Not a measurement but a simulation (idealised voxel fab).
This section sets out a process module, namely voxel self aligned vias.
The cross-section on display is named cut; it measures 210 nm wide, and its cells are 5 nm squares.
A cross-section is a grid of square cells, given in bands from the top down. A band is one or more rows of cells. Band: top height; bottom height; in nm. Then, left to right: material with width in nm, for each material. "everywhere": a single material spanning edge to edge. "air": empty space. A quick word on heights: they are counted from 0, and under that level the wafer as it came to us is one material throughout. The lowest band is different from the rest in having no bottom; it simply continues downward, written as in "from 0 down". Read "30..40" as a graded width: first number on top, second number at the bottom, same change between each pair of neighbouring rows. You'll sometimes find "same as before" written for a step, and that's the way of saying that nowhere in the cross-section did a cell change during that step. "Cavities, closed": empty spaces of 8 cells or more with no open way to the top, each given as width x height at distance, distance from the left edge, all in nm. Whatever follows a step's settings on its line is a remark the simulator itself makes about that step. The setting "overlay nm" may be written on the line of a step. When the step uses a mask, the value reports how far to the right of the planned place the mask lay, and a negative value reports that it lay to the left.
## Here's what the planned process steps look like
1,RECEIVE (material Si)
2,CONFORMAL_DEP (material SiO2; thk nm 10)
3,CONFORMAL_DEP (material SiCN; thk nm 5)
4,DIRECTIONAL_DEP (material lowk; thk nm 20)
5,PATTERN (tone open; mask id LINES; material resist; width nm 30; pitch nm 55; thk nm 15; overlay nm 0)
6,DIRECTIONAL_ETCH (etch materials lowk; depth nm 20)
7,STRIP (etch materials resist)
8,CONFORMAL_DEP (material TiN; thk nm 5)
9,FILL_DEP (material Ru; thk nm 10)
10,CMP (height nm 35)
11,SELECTIVE_ETCH (etch materials W Ru TiN; depth nm 5)
12,FILL_DEP (material SiN; thk nm 5)
13,CMP (height nm 35)
14,DIRECTIONAL_DEP (material lowk; thk nm 20)
15,MASKED_ETCH (tone open; mask id VIAS; width nm 40; etch materials lowk; depth nm 20; overlay nm 0)
16,MASKED_ETCH (tone open; mask id VIAS; width nm 40; etch materials SiN; depth nm 5; overlay nm 0)
17,CONFORMAL_DEP (material TiN; thk nm 5)
18,FILL_DEP (material W; thk nm 10)
19,CMP (height nm 55)
20,CONFORMAL_DEP (material SiN; thk nm 5)
## Run as planned: first of two wafers
## The cross-section here shows the wafer as received, i.e. in its state after step 1
> from 0 down = Si everywhere
> Cavities, closed: none
## How the wafer stands in section after step 2
> from 10 to 0 = SiO2 everywhere
> Heights below 0 show no change.
## How the wafer stands in section after step 3
> from 15 to 10 = SiCN everywhere
> Heights below 10 show no change.
## How the wafer stands in section after step 4
> from 35 to 15 = lowk everywhere
> Heights below 15 show no change.
## How the wafer stands in section after step 5
> from 50 to 35 = 60 nm resist | 30 nm air | 25 nm resist | 30 nm air | 65 nm resist
> Heights below 35 show no change.
## How the wafer stands in section after step 6
> from 50 to 35 = 60 nm resist | 30 nm air | 25 nm resist | 30 nm air | 65 nm resist
> from 35 to 15 = 60 nm lowk | 30 nm air | 25 nm lowk | 30 nm air | 65 nm lowk
> Heights below 15 show no change.
## How the wafer stands in section after step 7
> from 35 to 15 = 60 nm lowk | 30 nm air | 25 nm lowk | 30 nm air | 65 nm lowk
> Heights below 15 show no change.
## How the wafer stands in section after step 8
> from 40 to 35 = 65 nm TiN | 20 nm air | 35 nm TiN | 20 nm air | 70 nm TiN
> from 35 to 20 = 60 nm lowk | 5 nm TiN | 20 nm air | 5 nm TiN | 25 nm lowk | 5 nm TiN | 20 nm air | 5 nm TiN | 65 nm lowk
> from 20 to 15 = 60 nm lowk | 30 nm TiN | 25 nm lowk | 30 nm TiN | 65 nm lowk
> Heights below 15 show no change.
## How the wafer stands in section after step 9
> from 50 to 40 = Ru everywhere
> from 40 to 35 = 65 nm TiN | 20 nm Ru | 35 nm TiN | 20 nm Ru | 70 nm TiN
> from 35 to 20 = 60 nm lowk | 5 nm TiN | 20 nm Ru | 5 nm TiN | 25 nm lowk | 5 nm TiN | 20 nm Ru | 5 nm TiN | 65 nm lowk
> Heights below 20 show no change.
## How the wafer stands in section after step 10
> from 35 to 20 = 60 nm lowk | 5 nm TiN | 20 nm Ru | 5 nm TiN | 25 nm lowk | 5 nm TiN | 20 nm Ru | 5 nm TiN | 65 nm lowk
> Heights below 20 show no change.
## How the wafer stands in section after step 11
> from 35 to 30 = 60 nm lowk | 30 nm air | 25 nm lowk | 30 nm air | 65 nm lowk
> Heights below 30 show no change.
## How the wafer stands in section after step 12
> from 40 to 35 = SiN everywhere
> from 35 to 30 = 60 nm lowk | 30 nm SiN | 25 nm lowk | 30 nm SiN | 65 nm lowk
> Heights below 30 show no change.
## How the wafer stands in section after step 13
> from 35 to 30 = 60 nm lowk | 30 nm SiN | 25 nm lowk | 30 nm SiN | 65 nm lowk
> Heights below 30 show no change.
## How the wafer stands in section after step 14
> from 55 to 35 = lowk everywhere
> Heights below 35 show no change.
## How the wafer stands in section after step 15
> from 55 to 35 = 55 nm lowk | 40 nm air | 115 nm lowk
> Heights below 35 show no change.
## How the wafer stands in section after step 16
> from 55 to 35 = 55 nm lowk | 40 nm air | 115 nm lowk
> from 35 to 30 = 60 nm lowk | 30 nm air | 25 nm lowk | 30 nm SiN | 65 nm lowk
> Heights below 30 show no change.
## How the wafer stands in section after step 17
> from 60 to 55 = 60 nm TiN | 30 nm air | 120 nm TiN
> from 55 to 40 = 55 nm lowk | 5 nm TiN | 30 nm air | 5 nm TiN | 115 nm lowk
> from 40 to 35 = 55 nm lowk | 10 nm TiN | 20 nm air | 10 nm TiN | 115 nm lowk
> from 35 to 30 = 60 nm lowk | 30 nm TiN | 25 nm lowk | 30 nm SiN | 65 nm lowk
> Heights below 30 show no change.
## How the wafer stands in section after step 18
> from 70 to 60 = W everywhere
> from 60 to 55 = 60 nm TiN | 30 nm W | 120 nm TiN
> from 55 to 40 = 55 nm lowk | 5 nm TiN | 30 nm W | 5 nm TiN | 115 nm lowk
> from 40 to 35 = 55 nm lowk | 10 nm TiN | 20 nm W | 10 nm TiN | 115 nm lowk
> Heights below 35 show no change.
## How the wafer stands in section after step 19
> from 55 to 40 = 55 nm lowk | 5 nm TiN | 30 nm W | 5 nm TiN | 115 nm lowk
> Heights below 40 show no change.
## How the wafer stands in section after step 20
> from 60 to 55 = SiN everywhere
> Heights below 55 show no change.
## Second wafer, same starting state and plan as the first, one mistake in the run, identical through step 13
## Look at the second wafer in cross-section at the time step 14 ought to have finished
> from 35 to 30 = 55 nm lowk | 5 nm air | 30 nm SiN | 5 nm air | 20 nm lowk | 30 nm SiN | 65 nm lowk
> from 30 to 20 = 55 nm lowk | 5 nm air | 5 nm TiN | 20 nm Ru | 5 nm TiN | 5 nm air | 20 nm lowk | 5 nm TiN | 20 nm Ru | 5 nm TiN | 65 nm lowk
> from 20 to 15 = 55 nm lowk | 5 nm air | 30 nm TiN | 5 nm air | 20 nm lowk | 30 nm TiN | 65 nm lowk
> Heights below 15 show no change.
## Look at the second wafer in cross-section at the time step 15 ought to have finished
> from 55 to 35 = 55 nm lowk | 5 nm air | 30 nm lowk | 5 nm air | 115 nm lowk
> from 35 to 30 = 60 nm lowk | 30 nm SiN | 25 nm lowk | 30 nm SiN | 65 nm lowk
> from 30 to 20 = 60 nm lowk | 5 nm TiN | 20 nm Ru | 5 nm TiN | 25 nm lowk | 5 nm TiN | 20 nm Ru | 5 nm TiN | 65 nm lowk
> from 20 to 15 = 60 nm lowk | 30 nm TiN | 25 nm lowk | 30 nm TiN | 65 nm lowk
> Heights below 15 show no change.
Look at the second wafer in cross-section at the time step 16 ought to have finished: same as before
## Look at the second wafer in cross-section at the time step 17 ought to have finished
> from 60 to 55 = TiN everywhere
> from 55 to 35 = 55 nm lowk | 5 nm TiN | 30 nm lowk | 5 nm TiN | 115 nm lowk
> Heights below 35 show no change.
## Look at the second wafer in cross-section at the time step 18 ought to have finished
> from 70 to 60 = W everywhere
> Heights below 60 show no change.
## Look at the second wafer in cross-section at the time step 19 ought to have finished
> from 55 to 35 = 55 nm lowk | 5 nm TiN | 30 nm lowk | 5 nm TiN | 115 nm lowk
> Heights below 35 show no change.
## Look at the second wafer in cross-section at the time step 20 ought to have finished
> from 60 to 55 = SiN everywhere
> Heights below 55 show no change.
What was the processing mistake? so 14 and 15 got swapped relative to the plan, each ran where the other was supposed to
Final cells, second wafer relative to first, materials higher or lower: +6 SiN, -8 TiN, -22 W, +24 lowk
